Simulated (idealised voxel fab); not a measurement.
A process module follows: voxel tone inversion.
The figure presents cross-section cut, which has a width of 260 nm and is divided into square cells with an edge length of 5 nm.
Cross-section = grid of square cells, listed top down in bands; band = one or more rows. What a band's entry tells you: where the top is and where the bottom is, as heights in nm, and after that what lies inside, material by material from left to right, each with its width in nm. Empty space is written as the word "blank", and a single material marked with the word "everywhere" occupies the band from edge to edge. All heights in this document are referenced to 0, defined as the level beneath which the wafer, as received, consists entirely of one material. The lowest band is not bounded below; it extends indefinitely downward and is written in the form "from 0 down". Width "30->40": first value at the band's top row of cells, second value at its bottom row, equal change from row to row. "changes: none" for a step: no cell of the cross-section changed in that step. For the entry "Fully sealed voids", the listed items are empty spaces with no open way to the top whose size is 8 cells or more; each item follows the pattern width x height at distance, where distance is from the left edge and all three are in nm. Past the settings on a step's line: simulator remark, on that step. "overlay nm" on a masked step: distance the mask lay right of its planned place, negative for left.

So here's the lineup of process steps we planned:
1) RECEIVE: material Si
2) CONFORMAL_DEP: material SiCN, thk nm 10
3) DIRECTIONAL_DEP: material aC, thk nm 20
4) PATTERN: tone cover, mask id POSTS, material resist, width nm 20, pitch nm 45, thk nm 30, overlay nm 0
5) DIRECTIONAL_ETCH: etch materials aC, depth nm 20
6) STRIP: etch materials resist
7) FILL_DEP: material lowk, thk nm 10
8) CMP: height nm 30
9) STRIP: etch materials aC
10) CONFORMAL_DEP: material TiN, thk nm 5
11) FILL_DEP: material Cu, thk nm 5
12) CMP: height nm 20
13) CONFORMAL_DEP: material SiN, thk nm 5
Where the wafers of this document differ is in the height nm of step 12; they start out the same, and the plan states the value that applied to the first wafer.

Incoming state of the first of several wafers in cross-section: after step 1:
  from 0 down | Si everywhere
  Fully sealed voids: none

First of several wafers in cross-section at module end, following the final step, step 13:
  from 25 to 20 | SiN everywhere
  from 20 to 15 | 75 lowk; 5 TiN; 10 Cu; 5 TiN; 25 lowk; 5 TiN; 10 Cu; 5 TiN; 25 lowk; 5 TiN; 10 Cu; 5 TiN; 75 lowk
  from 15 to 10 | 75 lowk; 20 TiN; 25 lowk; 20 TiN; 25 lowk; 20 TiN; 75 lowk
  from 10 to 0 | SiCN everywhere
  from 0 down | Si everywhere
  Fully sealed voids: none

A cross-section through the last wafer at the close of the module:
  from 45 to 40 | SiN everywhere
  from 40 to 35 | Cu everywhere
  from 35 to 30 | 80 TiN; 10 Cu; 35 TiN; 10 Cu; 35 TiN; 10 Cu; 80 TiN
  from 30 to 15 | 75 lowk; 5 TiN; 10 Cu; 5 TiN; 25 lowk; 5 TiN; 10 Cu; 5 TiN; 25 lowk; 5 TiN; 10 Cu; 5 TiN; 75 lowk
  from 15 to 10 | 75 lowk; 20 TiN; 25 lowk; 20 TiN; 25 lowk; 20 TiN; 75 lowk
  from 10 to 0 | SiCN everywhere
  from 0 down | Si everywhere
  Fully sealed voids: none

What follows is a table in which each wafer occupies a row; for the wafer as it stands at the close of the module, the row states, material by material, how many cells have been gained (+) or lost (-) since receipt, and then gives its closed voids:
height nm 20; +6 Cu; +104 SiCN; +52 SiN; +18 TiN; +80 lowk; Fully sealed voids: none
height nm 25; +12 Cu; +104 SiCN; +52 SiN; +24 TiN; +120 lowk; Fully sealed voids: none
height nm 30; +18 Cu; +104 SiCN; +52 SiN; +30 TiN; +160 lowk; Fully sealed voids: none
height nm 35; +24 Cu; +104 SiCN; +52 SiN; +76 TiN; +160 lowk; Fully sealed voids: none
height nm 40; +76 Cu; +104 SiCN; +52 SiN; +76 TiN; +160 lowk; Fully sealed voids: none
